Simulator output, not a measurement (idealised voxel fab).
This section sets out a process module, namely voxel self aligned contacts.
Cross-section cut spans 240 nm and uses square cells 5 nm in size.
Cross-section, as written here: a square-cell grid given band by band from the top down, where a band holds one or more rows of cells.
Look at the band entry: it leads with the top's height and the bottom's height in nm. Then it lists the materials left to right, with a width in nm for each. The word "throughout" on a single material says that material fills the band edge to edge. The word "empty" is empty space.
The level at which height equals 0 is the one under which the wafer, as it arrives, is entirely one material. No lower edge exists for the bottom band, which continues downward and is notated as in "0 nm and below".
Graded width ("30->40"): value in top row of band = first number; value in bottom row = second number; row-to-row change constant.
Step note "identical to before" = no cross-section cell changed.
"Cavities, closed" enumerates empty spaces isolated from the top, with no open way to it, that contain at least 8 cells, giving each as width x height at distance from the left edge, all three in nm.
That trailing text on a step's line, after the settings, is the simulator's own remark on the step.
For masked steps, "overlay nm" on the step line gives how far right of plan the mask actually lay; a minus sign means it lay to the left.
Structure of the following material. The material consists of pairs of cross-sections. Each pair comprises the cross-section before one process step and the cross-section after that step, the latter shown only down to the lowest band that changed. The step between the cross-sections is specified beneath each pair, including its settings. Pairs are not necessarily consecutive: they may derive from different runs of this module performed on the same starting wafer. Continuity with the pair above is to be assumed only where the entry headed "Pre-step condition" of the pair in question states it.
Pre-step condition:
	95 nm to 65 nm: resist=60 | empty=50 | resist=15 | empty=50 | resist=65
	65 nm to 50 nm: aC throughout
	50 nm to 45 nm: SiO2 throughout
	45 nm to 25 nm: SiO2=30 | SiN=45 | SiO2=20 | SiN=45 | SiO2=20 | SiN=45 | SiO2=35
	25 nm to 20 nm: SiO2 throughout
	20 nm to 0 nm: polySi throughout
	0 nm and below: Si throughout
	Cavities, closed: none
As Processed:
	80 nm to 65 nm: resist=60 | empty=50 | resist=15 | empty=50 | resist=65
	65 nm to 50 nm: aC=60 | empty=50 | aC=15 | empty=50 | aC=65
	Below a height of 50, the structure has not been altered.
	Cavities, closed: none
What was done to get from the before section above to the after section? op DIRECTIONAL_ETCH | etch materials aC | depth nm 15
Pre-step condition: Reference is made to the cross-section shown after the step in the pair directly above, which represents the state prior to this step.
As Processed:
	65 nm to 50 nm: aC=60 | empty=50 | aC=15 | empty=50 | aC=65
	Below a height of 50, the structure has not been altered.
	Cavities, closed: none
What was done to get from the before section above to the after section? op STRIP | etch materials resist
Pre-step condition: Reference is made to the cross-section shown after the step in the pair directly above, which represents the state prior to this step.
As Processed:
	65 nm to 50 nm: aC=60 | empty=50 | aC=15 | empty=50 | aC=65
	50 nm to 45 nm: SiO2=60 | empty=50 | SiO2=15 | empty=50 | SiO2=65
	45 nm to 25 nm: SiO2=30 | SiN=45 | empty=20 | SiN=45 | empty=20 | SiN=45 | SiO2=35
	25 nm to 20 nm: SiO2=75 | empty=20 | SiO2=45 | empty=20 | SiO2=80
	Below a height of 20, the structure has not been altered.
	Cavities, closed: none
What was done to get from the before section above to the after section? op DIRECTIONAL_ETCH | etch materials SiO2 | depth nm 50
Pre-step condition: Reference is made to the cross-section shown after the step in the pair directly above, which represents the state prior to this step.
As Processed:
	50 nm to 45 nm: SiO2=60 | empty=50 | SiO2=15 | empty=50 | SiO2=65
	Below a height of 45, the structure has not been altered.
	Cavities, closed: none
What was done to get from the before section above to the after section? op STRIP | etch materials aC
Pre-step condition: Reference is made to the cross-section shown after the step in the pair directly above, which represents the state prior to this step.
As Processed:
	55 nm to 50 nm: TiN=65 | empty=40 | TiN=25 | empty=40 | TiN=70
	50 nm to 45 nm: SiO2=60 | TiN=20 | empty=10 | TiN=20 | SiO2=15 | TiN=20 | empty=10 | TiN=20 | SiO2=65
	45 nm to 25 nm: SiO2=30 | SiN=45 | TiN=5 | empty=10 | TiN=5 | SiN=45 | TiN=5 | empty=10 | TiN=5 | SiN=45 | SiO2=35
	25 nm to 20 nm: SiO2=75 | TiN=20 | SiO2=45 | TiN=20 | SiO2=80
	Below a height of 20, the structure has not been altered.
	Cavities, closed: none
What was done to get from the before section above to the after section? op CONFORMAL_DEP | material TiN | thk nm 5
Pre-step condition: Reference is made to the cross-section shown after the step in the pair directly above, which represents the state prior to this step.
As Processed:
	65 nm to 55 nm: Ru throughout
	55 nm to 50 nm: TiN=65 | Ru=40 | TiN=25 | Ru=40 | TiN=70
	50 nm to 45 nm: SiO2=60 | TiN=20 | Ru=10 | TiN=20 | SiO2=15 | TiN=20 | Ru=10 | TiN=20 | SiO2=65
	45 nm to 25 nm: SiO2=30 | SiN=45 | TiN=5 | Ru=10 | TiN=5 | SiN=45 | TiN=5 | Ru=10 | TiN=5 | SiN=45 | SiO2=35
	Below a height of 25, the structure has not been altered.
	Cavities, closed: none
What was done to get from the before section above to the after section? op FILL_DEP | material Ru | thk nm 10
Pre-step condition: Reference is made to the cross-section shown after the step in the pair directly above, which represents the state prior to this step.
As Processed:
	50 nm to 45 nm: SiO2=60 | TiN=20 | Ru=10 | TiN=20 | SiO2=15 | TiN=20 | Ru=10 | TiN=20 | SiO2=65
	Below a height of 45, the structure has not been altered.
	Cavities, closed: none
What was done to get from the before section above to the after section? op CMP | height nm 50
Pre-step condition: Reference is made to the cross-section shown after the step in the pair directly above, which represents the state prior to this step.
As Processed:
	55 nm to 50 nm: SiN throughout
	Below a height of 50, the structure has not been altered.
	Cavities, closed: none
What was done to get from the before section above to the after section? op CONFORMAL_DEP | material SiN | thk nm 5
Pre-step condition:
	45 nm to 25 nm: SiN throughout
	25 nm to 5 nm: polySi throughout
	5 nm to 0 nm: SiO2 throughout
	0 nm and below: Si throughout
	Cavities, closed: none
As Processed:
	45 nm to 35 nm: empty=40 | SiN=25 | empty=40 | SiN=25 | empty=40 | SiN=25 | empty=45
	Below a height of 35, the structure has not been altered.
	Cavities, closed: none
What was done to get from the before section above to the after section? op MASKED_ETCH | tone cover | mask id GATE | width nm 25 | pitch nm 65 | etch materials SiN | depth nm 10 | overlay nm 0
Pre-step condition: Reference is made to the cross-section shown after the step in the pair directly above, which represents the state prior to this step.
As Processed:
	55 nm to 45 nm: empty=30 | SiN=45 | empty=20 | SiN=45 | empty=20 | SiN=45 | empty=35
	45 nm to 25 nm: SiN throughout
	Below a height of 25, the structure has not been altered.
	Cavities, closed: none
What was done to get from the before section above to the after section? op CONFORMAL_DEP | material SiN | thk nm 10
Pre-step condition: Reference is made to the cross-section shown after the step in the pair directly above, which represents the state prior to this step.
As Processed:
	45 nm to 35 nm: empty=30 | SiN=45 | empty=20 | SiN=45 | empty=20 | SiN=45 | empty=35
	Below a height of 35, the structure has not been altered.
	Cavities, closed: none
What was done to get from the before section above to the after section? op DIRECTIONAL_ETCH | etch materials SiN | depth nm 10
Pre-step condition: Reference is made to the cross-section shown after the step in the pair directly above, which represents the state prior to this step.
As Processed:
	55 nm to 45 nm: SiO2 throughout
	45 nm to 35 nm: SiO2=30 | SiN=45 | SiO2=20 | SiN=45 | SiO2=20 | SiN=45 | SiO2=35
	Below a height of 35, the structure has not been altered.
	Cavities, closed: none
What was done to get from the before section above to the after section? op FILL_DEP | material SiO2 | thk nm 10
Pre-step condition: Reference is made to the cross-section shown after the step in the pair directly above, which represents the state prior to this step.
As Processed:
	50 nm to 45 nm: SiO2 throughout
	Below a height of 45, the structure has not been altered.
	Cavities, closed: none
What was done to get from the before section above to the after section? op CMP | height nm 50
Pre-step condition: Reference is made to the cross-section shown after the step in the pair directly above, which represents the state prior to this step.
As Processed:
	65 nm to 50 nm: aC throughout
	Below a height of 50, the structure has not been altered.
	Cavities, closed: none
What was done to get from the before section above to the after section? op DIRECTIONAL_DEP | material aC | thk nm 15
Pre-step condition: Reference is made to the cross-section shown after the step in the pair directly above, which represents the state prior to this step.
As Processed:
	95 nm to 65 nm: resist=60 | empty=50 | resist=15 | empty=50 | resist=65
	Below a height of 65, the structure has not been altered.
	Cavities, closed: none
What was done to get from the before section above to the after section? op PATTERN | tone open | mask id CONTACT | material resist | width nm 50 | pitch nm 65 | thk nm 30 | overlay nm 0
Pre-step condition: Reference is made to the cross-section shown after the step in the pair directly above, which represents the state prior to this step.
As Processed:
	80 nm to 65 nm: resist=60 | empty=50 | resist=15 | empty=50 | resist=65
	65 nm to 50 nm: aC=60 | empty=50 | aC=15 | empty=50 | aC=65
	Below a height of 50, the structure has not been altered.
	Cavities, closed: none
What was done to get from the before section above to the after section? op DIRECTIONAL_ETCH | etch materials aC | depth nm 15
Pre-step condition: Reference is made to the cross-section shown after the step in the pair directly above, which represents the state prior to this step.
As Processed:
	65 nm to 50 nm: aC=60 | empty=50 | aC=15 | empty=50 | aC=65
	Below a height of 50, the structure has not been altered.
	Cavities, closed: none
What was done to get from the before section above to the after section? op STRIP | etch materials resist
Pre-step condition: Reference is made to the cross-section shown after the step in the pair directly above, which represents the state prior to this step.
As Processed:
	65 nm to 50 nm: aC=60 | empty=50 | aC=15 | empty=50 | aC=65
	50 nm to 45 nm: SiO2=60 | empty=50 | SiO2=15 | empty=50 | SiO2=65
	45 nm to 35 nm: SiO2=30 | SiN=45 | empty=20 | SiN=45 | empty=20 | SiN=45 | SiO2=35
	Below a height of 35, the structure has not been altered.
	Cavities, closed: none
What was done to get from the before section above to the after section? op DIRECTIONAL_ETCH | etch materials SiO2 | depth nm 50
Pre-step condition: Reference is made to the cross-section shown after the step in the pair directly above, which represents the state prior to this step.
As Processed:
	50 nm to 45 nm: SiO2=60 | empty=50 | SiO2=15 | empty=50 | SiO2=65
	Below a height of 45, the structure has not been altered.
	Cavities, closed: none
What was done to get from the before section above to the after section? op STRIP | etch materials aC
Pre-step condition: Reference is made to the cross-section shown after the step in the pair directly above, which represents the state prior to this step.
As Processed:
	55 nm to 50 nm: TiN=65 | empty=40 | TiN=25 | empty=40 | TiN=70
	50 nm to 45 nm: SiO2=60 | TiN=20 | empty=10 | TiN=20 | SiO2=15 | TiN=20 | empty=10 | TiN=20 | SiO2=65
	45 nm to 40 nm: SiO2=30 | SiN=45 | TiN=5 | empty=10 | TiN=5 | SiN=45 | TiN=5 | empty=10 | TiN=5 | SiN=45 | SiO2=35
	40 nm to 35 nm: SiO2=30 | SiN=45 | TiN=20 | SiN=45 | TiN=20 | SiN=45 | SiO2=35
	Below a height of 35, the structure has not been altered.
	Cavities, closed: none
What was done to get from the before section above to the after section? op CONFORMAL_DEP | material TiN | thk nm 5
Pre-step condition: Reference is made to the cross-section shown after the step in the pair directly above, which represents the state prior to this step.
As Processed:
	65 nm to 55 nm: Ru throughout
	55 nm to 50 nm: TiN=65 | Ru=40 | TiN=25 | Ru=40 | TiN=70
	50 nm to 45 nm: SiO2=60 | TiN=20 | Ru=10 | TiN=20 | SiO2=15 | TiN=20 | Ru=10 | TiN=20 | SiO2=65
	45 nm to 40 nm: SiO2=30 | SiN=45 | TiN=5 | Ru=10 | TiN=5 | SiN=45 | TiN=5 | Ru=10 | TiN=5 | SiN=45 | SiO2=35
	Below a height of 40, the structure has not been altered.
	Cavities, closed: none
What was done to get from the before section above to the after section? op FILL_DEP | material Ru | thk nm 10
Pre-step condition: Reference is made to the cross-section shown after the step in the pair directly above, which represents the state prior to this step.
As Processed:
	50 nm to 45 nm: SiO2=60 | TiN=20 | Ru=10 | TiN=20 | SiO2=15 | TiN=20 | Ru=10 | TiN=20 | SiO2=65
	Below a height of 45, the structure has not been altered.
	Cavities, closed: none
What was done to get from the before section above to the after section? op CMP | height nm 50
Pre-step condition: Reference is made to the cross-section shown after the step in the pair directly above, which represents the state prior to this step.
As Processed:
	55 nm to 50 nm: SiN throughout
	Below a height of 50, the structure has not been altered.
	Cavities, closed: none
What was done to get from the before section above to the after section? op CONFORMAL_DEP | material SiN | thk nm 5
Pre-step condition:
	45 nm to 25 nm: SiN throughout
	25 nm to 5 nm: polySi throughout
	5 nm to 0 nm: SiO2 throughout
	0 nm and below: Si throughout
	Cavities, closed: none
As Processed:
	45 nm to 25 nm: empty=45 | SiN=15 | empty=50 | SiN=15 | empty=50 | SiN=15 | empty=50
	Below a height of 25, the structure has not been altered.
	Cavities, closed: none
What was done to get from the before section above to the after section? op MASKED_ETCH | tone cover | mask id GATE | width nm 15 | pitch nm 65 | etch materials SiN | depth nm 20 | overlay nm 0
Pre-step condition: Reference is made to the cross-section shown after the step in the pair directly above, which represents the state prior to this step.
As Processed:
	45 nm to 25 nm: empty=45 | SiN=15 | empty=50 | SiN=15 | empty=50 | SiN=15 | empty=50
	25 nm to 5 nm: empty=40 | polySi=25 | empty=40 | polySi=25 | empty=40 | polySi=25 | empty=45
	Below a height of 5, the structure has not been altered.
	Cavities, closed: none
What was done to get from the before section above to the after section? op MASKED_ETCH | tone cover | mask id GATE | width nm 25 | pitch nm 65 | etch materials polySi | depth nm 20 | overlay nm 0
Pre-step condition: Reference is made to the cross-section shown after the step in the pair directly above, which represents the state prior to this step.
As Processed:
	55 nm to 35 nm: empty=35 | SiN=35 | empty=30 | SiN=35 | empty=30 | SiN=35 | empty=40
	35 nm to 25 nm: empty=30 | SiN=45 | empty=20 | SiN=45 | empty=20 | SiN=45 | empty=35
	25 nm to 15 nm: empty=30 | SiN=10 | polySi=25 | SiN=10 | empty=20 | SiN=10 | polySi=25 | SiN=10 | empty=20 | SiN=10 | polySi=25 | SiN=10 | empty=35
	15 nm to 5 nm: SiN=40 | polySi=25 | SiN=40 | polySi=25 | SiN=40 | polySi=25 | SiN=45
	Below a height of 5, the structure has not been altered.
	Cavities, closed: none
What was done to get from the before section above to the after section? op CONFORMAL_DEP | material SiN | thk nm 10
Pre-step condition: Reference is made to the cross-section shown after the step in the pair directly above, which represents the state prior to this step.
As Processed:
	45 nm to 25 nm: empty=35 | SiN=35 | empty=30 | SiN=35 | empty=30 | SiN=35 | empty=40
	25 nm to 5 nm: empty=30 | SiN=10 | polySi=25 | SiN=10 | empty=20 | SiN=10 | polySi=25 | SiN=10 | empty=20 | SiN=10 | polySi=25 | SiN=10 | empty=35
	Below a height of 5, the structure has not been altered.
	Cavities, closed: none
What was done to get from the before section above to the after section? op DIRECTIONAL_ETCH | etch materials SiN | depth nm 10
Pre-step condition: Reference is made to the cross-section shown after the step in the pair directly above, which represents the state prior to this step.
As Processed:
	55 nm to 45 nm: SiO2 throughout
	45 nm to 25 nm: SiO2=35 | SiN=35 | SiO2=30 | SiN=35 | SiO2=30 | SiN=35 | SiO2=40
	25 nm to 5 nm: SiO2=30 | SiN=10 | polySi=25 | SiN=10 | SiO2=20 | SiN=10 | polySi=25 | SiN=10 | SiO2=20 | SiN=10 | polySi=25 | SiN=10 | SiO2=35
	Below a height of 5, the structure has not been altered.
	Cavities, closed: none
What was done to get from the before section above to the after section? op FILL_DEP | material SiO2 | thk nm 10
Pre-step condition: Reference is made to the cross-section shown after the step in the pair directly above, which represents the state prior to this step.
As Processed:
	50 nm to 45 nm: SiO2 throughout
	Below a height of 45, the structure has not been altered.
	Cavities, closed: none
What was done to get from the before section above to the after section? op CMP | height nm 50
Pre-step condition: Reference is made to the cross-section shown after the step in the pair directly above, which represents the state prior to this step.
As Processed:
	65 nm to 50 nm: aC throughout
	Below a height of 50, the structure has not been altered.
	Cavities, closed: none
What was done to get from the before section above to the after section? op DIRECTIONAL_DEP | material aC | thk nm 15
Pre-step condition: Reference is made to the cross-section shown after the step in the pair directly above, which represents the state prior to this step.
As Processed:
	95 nm to 65 nm: resist=60 | empty=50 | resist=15 | empty=50 | resist=65
	Below a height of 65, the structure has not been altered.
	Cavities, closed: none
What was done to get from the before section above to the after section? op PATTERN | tone open | mask id CONTACT | material resist | width nm 50 | pitch nm 65 | thk nm 30 | overlay nm 0
Pre-step condition: Reference is made to the cross-section shown after the step in the pair directly above, which represents the state prior to this step.
As Processed:
	80 nm to 65 nm: resist=60 | empty=50 | resist=15 | empty=50 | resist=65
	65 nm to 50 nm: aC=60 | empty=50 | aC=15 | empty=50 | aC=65
	Below a height of 50, the structure has not been altered.
	Cavities, closed: none
What was done to get from the before section above to the after section? op DIRECTIONAL_ETCH | etch materials aC | depth nm 15
Pre-step condition: Reference is made to the cross-section shown after the step in the pair directly above, which represents the state prior to this step.
As Processed:
	65 nm to 50 nm: aC=60 | empty=50 | aC=15 | empty=50 | aC=65
	Below a height of 50, the structure has not been altered.
	Cavities, closed: none
What was done to get from the before section above to the after section? op STRIP | etch materials resist
Pre-step condition: Reference is made to the cross-section shown after the step in the pair directly above, which represents the state prior to this step.
As Processed:
	65 nm to 50 nm: aC=60 | empty=50 | aC=15 | empty=50 | aC=65
	50 nm to 45 nm: SiO2=60 | empty=50 | SiO2=15 | empty=50 | SiO2=65
	45 nm to 25 nm: SiO2=35 | SiN=35 | empty=30 | SiN=35 | empty=30 | SiN=35 | SiO2=40
	25 nm to 5 nm: SiO2=30 | SiN=10 | polySi=25 | SiN=10 | empty=20 | SiN=10 | polySi=25 | SiN=10 | empty=20 | SiN=10 | polySi=25 | SiN=10 | SiO2=35
	5 nm to 0 nm: SiO2=75 | empty=20 | SiO2=45 | empty=20 | SiO2=80
	Below a height of 0, the structure has not been altered.
	Cavities, closed: none
What was done to get from the before section above to the after section? op DIRECTIONAL_ETCH | etch materials SiO2 | depth nm 50
Pre-step condition: Reference is made to the cross-section shown after the step in the pair directly above, which represents the state prior to this step.
As Processed:
	50 nm to 45 nm: SiO2=60 | empty=50 | SiO2=15 | empty=50 | SiO2=65
	Below a height of 45, the structure has not been altered.
	Cavities, closed: none
What was done to get from the before section above to the after section? op STRIP | etch materials aC
Pre-step condition: Reference is made to the cross-section shown after the step in the pair directly above, which represents the state prior to this step.
As Processed:
	55 nm to 50 nm: TiN=65 | empty=40 | TiN=25 | empty=40 | TiN=70
	50 nm to 45 nm: SiO2=60 | TiN=15 | empty=20 | TiN=15 | SiO2=15 | TiN=15 | empty=20 | TiN=15 | SiO2=65
	45 nm to 30 nm: SiO2=35 | SiN=35 | TiN=5 | empty=20 | TiN=5 | SiN=35 | TiN=5 | empty=20 | TiN=5 | SiN=35 | SiO2=40
	30 nm to 25 nm: SiO2=35 | SiN=35 | TiN=10 | empty=10 | TiN=10 | SiN=35 | TiN=10 | empty=10 | TiN=10 | SiN=35 | SiO2=40
	25 nm to 5 nm: SiO2=30 | SiN=10 | polySi=25 | SiN=10 | TiN=5 | empty=10 | TiN=5 | SiN=10 | polySi=25 | SiN=10 | TiN=5 | empty=10 | TiN=5 | SiN=10 | polySi=25 | SiN=10 | SiO2=35
	5 nm to 0 nm: SiO2=75 | TiN=20 | SiO2=45 | TiN=20 | SiO2=80
	Below a height of 0, the structure has not been altered.
	Cavities, closed: none
What was done to get from the before section above to the after section? op CONFORMAL_DEP | material TiN | thk nm 5
Pre-step condition: Reference is made to the cross-section shown after the step in the pair directly above, which represents the state prior to this step.
As Processed:
	65 nm to 55 nm: Ru throughout
	55 nm to 50 nm: TiN=65 | Ru=40 | TiN=25 | Ru=40 | TiN=70
	50 nm to 45 nm: SiO2=60 | TiN=15 | Ru=20 | TiN=15 | SiO2=15 | TiN=15 | Ru=20 | TiN=15 | SiO2=65
	45 nm to 30 nm: SiO2=35 | SiN=35 | TiN=5 | Ru=20 | TiN=5 | SiN=35 | TiN=5 | Ru=20 | TiN=5 | SiN=35 | SiO2=40
	30 nm to 25 nm: SiO2=35 | SiN=35 | TiN=10 | Ru=10 | TiN=10 | SiN=35 | TiN=10 | Ru=10 | TiN=10 | SiN=35 | SiO2=40
	25 nm to 5 nm: SiO2=30 | SiN=10 | polySi=25 | SiN=10 | TiN=5 | Ru=10 | TiN=5 | SiN=10 | polySi=25 | SiN=10 | TiN=5 | Ru=10 | TiN=5 | SiN=10 | polySi=25 | SiN=10 | SiO2=35
	Below a height of 5, the structure has not been altered.
	Cavities, closed: none
What was done to get from the before section above to the after section? op FILL_DEP | material Ru | thk nm 10
Pre-step condition: Reference is made to the cross-section shown after the step in the pair directly above, which represents the state prior to this step.
As Processed:
	50 nm to 45 nm: SiO2=60 | TiN=15 | Ru=20 | TiN=15 | SiO2=15 | TiN=15 | Ru=20 | TiN=15 | SiO2=65
	Below a height of 45, the structure has not been altered.
	Cavities, closed: none
What was done to get from the before section above to the after section? op CMP | height nm 50
Pre-step condition: Reference is made to the cross-section shown after the step in the pair directly above, which represents the state prior to this step.
As Processed:
	55 nm to 50 nm: SiN throughout
	Below a height of 50, the structure has not been altered.
	Cavities, closed: none
What was done to get from the before section above to the after section? op CONFORMAL_DEP | material SiN | thk nm 5
Pre-step condition:
	45 nm to 25 nm: empty=40 | SiN=25 | empty=40 | SiN=25 | empty=40 | SiN=25 | empty=45
	25 nm to 5 nm: polySi throughout
	5 nm to 0 nm: SiO2 throughout
	0 nm and below: Si throughout
	Cavities, closed: none
As Processed:
	45 nm to 25 nm: empty=40 | SiN=25 | empty=40 | SiN=25 | empty=40 | SiN=25 | empty=45
	25 nm to 5 nm: empty=35 | polySi=30 | empty=35 | polySi=30 | empty=35 | polySi=30 | empty=45
	Below a height of 5, the structure has not been altered.
	Cavities, closed: none
What was done to get from the before section above to the after section? op MASKED_ETCH | tone cover | mask id GATE | width nm 25 | pitch nm 65 | etch materials polySi | depth nm 20 | overlay nm -5
Pre-step condition: Reference is made to the cross-section shown after the step in the pair directly above, which represents the state prior to this step.
As Processed:
	55 nm to 35 nm: empty=30 | SiN=45 | empty=20 | SiN=45 | empty=20 | SiN=45 | empty=35
	35 nm to 25 nm: empty=25 | SiN=50 | empty=15 | SiN=50 | empty=15 | SiN=50 | empty=35
	25 nm to 15 nm: empty=25 | SiN=10 | polySi=30 | SiN=10 | empty=15 | SiN=10 | polySi=30 | SiN=10 | empty=15 | SiN=10 | polySi=30 | SiN=10 | empty=35
	15 nm to 5 nm: SiN=35 | polySi=30 | SiN=35 | polySi=30 | SiN=35 | polySi=30 | SiN=45
	Below a height of 5, the structure has not been altered.
	Cavities, closed: none
What was done to get from the before section above to the after section? op CONFORMAL_DEP | material SiN | thk nm 10
Pre-step condition: Reference is made to the cross-section shown after the step in the pair directly above, which represents the state prior to this step.
As Processed:
	45 nm to 25 nm: empty=30 | SiN=45 | empty=20 | SiN=45 | empty=20 | SiN=45 | empty=35
	25 nm to 5 nm: empty=25 | SiN=10 | polySi=30 | SiN=10 | empty=15 | SiN=10 | polySi=30 | SiN=10 | empty=15 | SiN=10 | polySi=30 | SiN=10 | empty=35
	Below a height of 5, the structure has not been altered.
	Cavities, closed: none
What was done to get from the before section above to the after section? op DIRECTIONAL_ETCH | etch materials SiN | depth nm 10
Pre-step condition: Reference is made to the cross-section shown after the step in the pair directly above, which represents the state prior to this step.
As Processed:
	55 nm to 45 nm: SiO2 throughout
	45 nm to 25 nm: SiO2=30 | SiN=45 | SiO2=20 | SiN=45 | SiO2=20 | SiN=45 | SiO2=35
	25 nm to 5 nm: SiO2=25 | SiN=10 | polySi=30 | SiN=10 | SiO2=15 | SiN=10 | polySi=30 | SiN=10 | SiO2=15 | SiN=10 | polySi=30 | SiN=10 | SiO2=35
	Below a height of 5, the structure has not been altered.
	Cavities, closed: none
What was done to get from the before section above to the after section? op FILL_DEP | material SiO2 | thk nm 10
Pre-step condition: Reference is made to the cross-section shown after the step in the pair directly above, which represents the state prior to this step.
As Processed:
	50 nm to 45 nm: SiO2 throughout
	Below a height of 45, the structure has not been altered.
	Cavities, closed: none
What was done to get from the before section above to the after section? op CMP | height nm 50
Pre-step condition: Reference is made to the cross-section shown after the step in the pair directly above, which represents the state prior to this step.
As Processed:
	65 nm to 50 nm: aC throughout
	Below a height of 50, the structure has not been altered.
	Cavities, closed: none
What was done to get from the before section above to the after section? op DIRECTIONAL_DEP | material aC | thk nm 15
Pre-step condition: Reference is made to the cross-section shown after the step in the pair directly above, which represents the state prior to this step.
As Processed:
	95 nm to 65 nm: resist=60 | empty=50 | resist=15 | empty=50 | resist=65
	Below a height of 65, the structure has not been altered.
	Cavities, closed: none
What was done to get from the before section above to the after section? op PATTERN | tone open | mask id CONTACT | material resist | width nm 50 | pitch nm 65 | thk nm 30 | overlay nm 0
Pre-step condition: Reference is made to the cross-section shown after the step in the pair directly above, which represents the state prior to this step.
As Processed:
	80 nm to 65 nm: resist=60 | empty=50 | resist=15 | empty=50 | resist=65
	65 nm to 50 nm: aC=60 | empty=50 | aC=15 | empty=50 | aC=65
	Below a height of 50, the structure has not been altered.
	Cavities, closed: none
What was done to get from the before section above to the after section? op DIRECTIONAL_ETCH | etch materials aC | depth nm 15
Pre-step condition: Reference is made to the cross-section shown after the step in the pair directly above, which represents the state prior to this step.
As Processed:
	65 nm to 50 nm: aC=60 | empty=50 | aC=15 | empty=50 | aC=65
	Below a height of 50, the structure has not been altered.
	Cavities, closed: none
What was done to get from the before section above to the after section? op STRIP | etch materials resist
Pre-step condition: Reference is made to the cross-section shown after the step in the pair directly above, which represents the state prior to this step.
As Processed:
	65 nm to 50 nm: aC=60 | empty=50 | aC=15 | empty=50 | aC=65
	50 nm to 45 nm: SiO2=60 | empty=50 | SiO2=15 | empty=50 | SiO2=65
	45 nm to 25 nm: SiO2=30 | SiN=45 | empty=20 | SiN=45 | empty=20 | SiN=45 | SiO2=35
	25 nm to 5 nm: SiO2=25 | SiN=10 | polySi=30 | SiN=10 | empty=15 | SiN=10 | polySi=30 | SiN=10 | empty=15 | SiN=10 | polySi=30 | SiN=10 | SiO2=35
	5 nm to 0 nm: SiO2=75 | empty=15 | SiO2=50 | empty=15 | SiO2=85
	Below a height of 0, the structure has not been altered.
	Cavities, closed: none
What was done to get from the before section above to the after section? op DIRECTIONAL_ETCH | etch materials SiO2 | depth nm 50
Pre-step condition: Reference is made to the cross-section shown after the step in the pair directly above, which represents the state prior to this step.
As Processed:
	50 nm to 45 nm: SiO2=60 | empty=50 | SiO2=15 | empty=50 | SiO2=65
	Below a height of 45, the structure has not been altered.
	Cavities, closed: none
What was done to get from the before section above to the after section? op STRIP | etch materials aC
Pre-step condition: Reference is made to the cross-section shown after the step in the pair directly above, which represents the state prior to this step.
As Processed:
	55 nm to 50 nm: TiN=65 | empty=40 | TiN=25 | empty=40 | TiN=70
	50 nm to 45 nm: SiO2=60 | TiN=20 | empty=10 | TiN=20 | SiO2=15 | TiN=20 | empty=10 | TiN=20 | SiO2=65
	45 nm to 30 nm: SiO2=30 | SiN=45 | TiN=5 | empty=10 | TiN=5 | SiN=45 | TiN=5 | empty=10 | TiN=5 | SiN=45 | SiO2=35
	30 nm to 25 nm: SiO2=30 | SiN=45 | TiN=5 | empty=5 | TiN=10 | SiN=45 | TiN=5 | empty=5 | TiN=10 | SiN=45 | SiO2=35
	25 nm to 5 nm: SiO2=25 | SiN=10 | polySi=30 | SiN=10 | TiN=5 | empty=5 | TiN=5 | SiN=10 | polySi=30 | SiN=10 | TiN=5 | empty=5 | TiN=5 | SiN=10 | polySi=30 | SiN=10 | SiO2=35
	5 nm to 0 nm: SiO2=75 | TiN=15 | SiO2=50 | TiN=15 | SiO2=85
	Below a height of 0, the structure has not been altered.
	Cavities, closed: none
What was done to get from the before section above to the after section? op CONFORMAL_DEP | material TiN | thk nm 5
Pre-step condition: Reference is made to the cross-section shown after the step in the pair directly above, which represents the state prior to this step.
As Processed:
	65 nm to 55 nm: Ru throughout
	55 nm to 50 nm: TiN=65 | Ru=40 | TiN=25 | Ru=40 | TiN=70
	50 nm to 45 nm: SiO2=60 | TiN=20 | Ru=10 | TiN=20 | SiO2=15 | TiN=20 | Ru=10 | TiN=20 | SiO2=65
	45 nm to 30 nm: SiO2=30 | SiN=45 | TiN=5 | Ru=10 | TiN=5 | SiN=45 | TiN=5 | Ru=10 | TiN=5 | SiN=45 | SiO2=35
	30 nm to 25 nm: SiO2=30 | SiN=45 | TiN=5 | Ru=5 | TiN=10 | SiN=45 | TiN=5 | Ru=5 | TiN=10 | SiN=45 | SiO2=35
	25 nm to 5 nm: SiO2=25 | SiN=10 | polySi=30 | SiN=10 | TiN=5 | Ru=5 | TiN=5 | SiN=10 | polySi=30 | SiN=10 | TiN=5 | Ru=5 | TiN=5 | SiN=10 | polySi=30 | SiN=10 | SiO2=35
	Below a height of 5, the structure has not been altered.
	Cavities, closed: none
What was done to get from the before section above to the after section? op FILL_DEP | material Ru | thk nm 10
Pre-step condition: Reference is made to the cross-section shown after the step in the pair directly above, which represents the state prior to this step.
As Processed:
	50 nm to 45 nm: SiO2=60 | TiN=20 | Ru=10 | TiN=20 | SiO2=15 | TiN=20 | Ru=10 | TiN=20 | SiO2=65
	Below a height of 45, the structure has not been altered.
	Cavities, closed: none
What was done to get from the before section above to the after section? op CMP | height nm 50
Pre-step condition: Reference is made to the cross-section shown after the step in the pair directly above, which represents the state prior to this step.
As Processed:
	55 nm to 50 nm: SiN throughout
	Below a height of 50, the structure has not been altered.
	Cavities, closed: none
What was done to get from the before section above to the after section? op CONFORMAL_DEP | material SiN | thk nm 5
Pre-step condition:
	65 nm to 50 nm: aC=60 | empty=50 | aC=15 | empty=50 | aC=65
	50 nm to 45 nm: SiO2=60 | empty=50 | SiO2=15 | empty=50 | SiO2=65
	45 nm to 25 nm: SiO2=30 | SiN=45 | empty=20 | SiN=45 | empty=20 | SiN=45 | SiO2=35
	25 nm to 5 nm: SiO2=30 | SiN=10 | polySi=25 | SiN=10 | empty=20 | SiN=10 | polySi=25 | SiN=10 | empty=20 | SiN=10 | polySi=25 | SiN=10 | SiO2=35
	5 nm to 0 nm: SiO2=75 | empty=20 | SiO2=45 | empty=20 | SiO2=80
	0 nm and below: Si throughout
	Cavities, closed: none
As Processed:
	65 nm to 50 nm: aC=60 | empty=115 | aC=65
	50 nm to 45 nm: SiO2=60 | empty=115 | SiO2=65
	45 nm to 25 nm: SiO2=30 | empty=175 | SiO2=35
	25 nm to 5 nm: SiO2=30 | empty=10 | polySi=25 | empty=40 | polySi=25 | empty=40 | polySi=25 | empty=10 | SiO2=35
	Below a height of 5, the structure has not been altered.
	Cavities, closed: none
What was done to get from the before section above to the after section? op STRIP | etch materials SiN
